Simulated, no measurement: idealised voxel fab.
Presented below is a process module, voxel tone inversion.
For reference, the cross-section in this document is cut, with width 210 nm and square cells of 5 nm.
Heads up, the way a cross-section reads in here is a grid of square cells, handed over as bands from the top down, with every band being one or more rows of cells. Read a band's entry like this: the first values are the height of its top and the height of its bottom in nm, and what follows is the sequence of materials from left to right, each with its width in nm. Note that "blank" is empty space, and that a single material marked "all across" reaches across the band from edge to edge. Counting heights begins at 0, where everything beneath is, in the wafer as received, one material. The lowest band has no bottom; it goes on downwards, as "0 and below" shows. Width "30->40": first value at the band's top row of cells, second value at its bottom row, equal change from row to row. A step reported as "nothing different" is a step in which no cell of the cross-section changed. For the entry "Cavities, sealed", the listed items are empty spaces with no open way to the top whose size is 8 cells or more; each item follows the pattern width x height at distance, where distance is from the left edge and all three are in nm. Heads up: the bit after the settings on a step's line is the simulator's remark on that step. overlay nm, on a step with a mask: how far to the right of its planned place the mask lay; to the left if negative.

Listed below are the process steps as planned:
1: RECEIVE with material Si
2: CONFORMAL_DEP with material SiCN, thk nm 10
3: DIRECTIONAL_DEP with material polySi, thk nm 15
4: PATTERN with tone cover, mask id POSTS, material resist, width nm 15, pitch nm 35, thk nm 25, overlay nm 0
5: DIRECTIONAL_ETCH with etch materials polySi, depth nm 15
6: STRIP with etch materials resist
7: FILL_DEP with material lowk, thk nm 10
8: CMP with height nm 25
9: STRIP with etch materials polySi
10: CONFORMAL_DEP with material TiN, thk nm 5
11: FILL_DEP with material W, thk nm 5
12: CMP with height nm 25
13: CONFORMAL_DEP with material SiCN, thk nm 5

Incoming wafer in cross-section (state: after step 1):
    0 and below: Si all across
    Cavities, sealed: none

Run as planned - first of the two wafers cross-sectioned at the end of the module:
    30 down to 25: SiCN all across
    25 down to 15: lowk 80 nm / TiN 5 nm / W 5 nm / TiN 5 nm / lowk 20 nm / TiN 5 nm / W 5 nm / TiN 5 nm / lowk 80 nm
    15 down to 10: lowk 80 nm / TiN 15 nm / lowk 20 nm / TiN 15 nm / lowk 80 nm
    10 down to 0: SiCN all across
    0 and below: Si all across
    Cavities, sealed: none

Cross-section at end of module for the second wafer of two, which matched the first in starting point and plan and differed by one mistake in its processing:
    30 down to 0: SiCN all across
    0 and below: Si all across
    Cavities, sealed: none
Deviation noted in wafer processing: step 3 off recipe, ran as DIRECTIONAL_DEP with material SiCN, thk nm 15
The final cell counts differ between the wafers, with the second having more or fewer of some materials than the first: SiCN +126; TiN -14; W -4; lowk -108
